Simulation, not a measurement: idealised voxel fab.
process module | voxel capacitor over wiring
cross-section cut | 240 nm wide | cells 5 nm
A cross-section is a grid of square cells, given in bands from the top down. A band is one or more rows of cells.
Each band's line starts with the height of the band's top and of its bottom, in nm. Then come its materials from left to right, each with its width in nm. One material with "throughout" fills the band from edge to edge. "air" is empty space.
Height 0 is the level under which the wafer as received is all one material. The lowest band goes on downwards, as in "0 down".
A width such as "30 to 40" changes by the same amount from each row of cells to the next, from the band's top row to its bottom row.
"no change" after a step means that no cell of the cross-section changed.
closed voids: empty space of 8 cells or more with no open way to the top, each as width x height at its distance from the left edge, in nm
after a step's settings: what the simulator itself notes on the step
overlay nm, on a step with a mask: how far to the right of its planned place the mask lay; to the left if negative
plan
1 op RECEIVE | material Si
2 op CONFORMAL_DEP | material SiO2 | thk nm 15
3 op CONFORMAL_DEP | material SiCN | thk nm 5
4 op DIRECTIONAL_DEP | material lowk | thk nm 15
5 op PATTERN | tone open | mask id METAL_1 | material resist | width nm 20 | pitch nm 70 | thk nm 20 | overlay nm 0
6 op DIRECTIONAL_ETCH | etch materials lowk | depth nm 15
7 op DIRECTIONAL_ETCH | etch materials SiCN | depth nm 5
8 op STRIP | etch materials resist
9 op CONFORMAL_DEP | material TiN | thk nm 5
10 op FILL_DEP | material Cu | thk nm 10
11 op CMP | height nm 35
12 op CONFORMAL_DEP | material SiCN | thk nm 5
13 op DIRECTIONAL_DEP | material lowk | thk nm 15
14 op MASKED_ETCH | tone open | mask id PLUG_1 | width nm 15 | etch materials lowk | depth nm 15 | overlay nm 0
15 op MASKED_ETCH | tone open | mask id PLUG_1 | width nm 15 | etch materials SiCN | depth nm 5 | overlay nm 0
16 op CONFORMAL_DEP | material TiN | thk nm 5
17 op FILL_DEP | material Cu | thk nm 10
18 op CMP | height nm 55
19 op DIRECTIONAL_DEP | material TiN | thk nm 5
20 op DIRECTIONAL_DEP | material HfO2 | thk nm 5
21 op DIRECTIONAL_DEP | material TiN | thk nm 5
22 op PATTERN | tone cover | mask id UPPER_PLATE | material resist | width nm 55 | thk nm 15 | overlay nm 0
23 op DIRECTIONAL_ETCH | etch materials TiN | depth nm 5
24 op DIRECTIONAL_ETCH | etch materials HfO2 | depth nm 5
25 op STRIP | etch materials resist
26 op DIRECTIONAL_DEP | material aC | thk nm 15
27 op PATTERN | tone cover | mask id LOWER_PLATE | material resist | width nm 65 | thk nm 30 | overlay nm 0
28 op DIRECTIONAL_ETCH | etch materials aC | depth nm 15
29 op STRIP | etch materials resist
30 op DIRECTIONAL_ETCH | etch materials TiN | depth nm 5
31 op STRIP | etch materials aC
32 op FILL_DEP | material SiO2 | thk nm 15
33 op CMP | height nm 80
34 op MASKED_ETCH | tone open | mask id PLUG_2 | width nm 15 | etch materials SiO2 | depth nm 10 | overlay nm 0
35 op CONFORMAL_DEP | material TiN | thk nm 5
36 op FILL_DEP | material Ru | thk nm 10
37 op CMP | height nm 80
38 op CONFORMAL_DEP | material SiN | thk nm 5
as received, after step 1
  0 down: Si throughout
  closed voids: none
a wafer at the end: this start, this plan, one mistake
  85 to 80: SiN throughout
  80 to 75: SiO2 100 | TiN 5 | Ru 5 | TiN 5 | SiO2 125
  75 to 65: SiO2 100 to 80 | TiN 15 to 55 | SiO2 125 to 105
  65 to 60: SiO2 80 | HfO2 55 | SiO2 105
  60 to 55: SiO2 75 | TiN 65 | SiO2 100
  55 to 40: lowk 80 | TiN 5 | Cu 5 | TiN 5 | lowk 145
  40 to 35: SiCN 80 | TiN 15 | SiCN 145
  35 to 20: lowk 75 | TiN 5 | Cu 10 | TiN 5 | lowk 50 | TiN 5 | Cu 10 | TiN 5 | lowk 75
  20 to 15: SiCN 75 | TiN 20 | SiCN 50 | TiN 20 | SiCN 75
  15 to 0: SiO2 throughout
  0 down: Si throughout
  closed voids: none
what went wrong: step 34 ran as: op MASKED_ETCH | tone open | mask id PLUG_2 | width nm 15 | etch materials SiO2 | depth nm 10 | overlay nm 10
